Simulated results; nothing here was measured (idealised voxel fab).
process module | voxel quadruple lines
cross-section cut | 245 nm wide | cells 5 nm
A cross-section is a grid of square cells, given in bands from the top down. A band is one or more rows of cells.
Each band's line starts with the height of the band's top and of its bottom, in nm. Then come its materials from left to right, each with its width in nm. One material with "throughout" fills the band from edge to edge. "air" is empty space.
Height 0 is the level under which the wafer as received is all one material. The lowest band goes on downwards, as in "0 down".
A width such as "30 to 40" changes by the same amount from each row of cells to the next, from the band's top row to its bottom row.
"no change" after a step means that no cell of the cross-section changed.
closed voids: empty space of 8 cells or more with no open way to the top, each as width x height at its distance from the left edge, in nm
after a step's settings: what the simulator itself notes on the step
overlay nm, on a step with a mask: how far to the right of its planned place the mask lay; to the left if negative
plan
1 op RECEIVE | material Si
2 op CONFORMAL_DEP | material Al2O3 | thk nm 10
3 op DIRECTIONAL_DEP | material TiN | thk nm 10
4 op DIRECTIONAL_DEP | material polySi | thk nm 15
5 op DIRECTIONAL_DEP | material aC | thk nm 25
6 op PATTERN | tone cover | mask id MANDREL | material resist | width nm 25 | pitch nm 80 | thk nm 35 | overlay nm 0
7 op DIRECTIONAL_ETCH | etch materials aC | depth nm 25
8 op STRIP | etch materials resist
9 op CONFORMAL_DEP | material SiO2 | thk nm 15
10 op DIRECTIONAL_ETCH | etch materials SiO2 | depth nm 15
11 op STRIP | etch materials aC
12 op DIRECTIONAL_ETCH | etch materials polySi | depth nm 15
13 op STRIP | etch materials SiO2
14 op CONFORMAL_DEP | material SiN | thk nm 5
15 op DIRECTIONAL_ETCH | etch materials SiN | depth nm 5
16 op STRIP | etch materials polySi
17 op DIRECTIONAL_ETCH | etch materials TiN | depth nm 10
18 op STRIP | etch materials SiN
as received, after step 1
  0 down: Si throughout
  closed voids: none
a wafer at the end: this start, this plan, one mistake
  25 to 10: polySi throughout
  10 to 0: Al2O3 throughout
  0 down: Si throughout
  closed voids: none
what went wrong: steps 3 and 4 were swapped
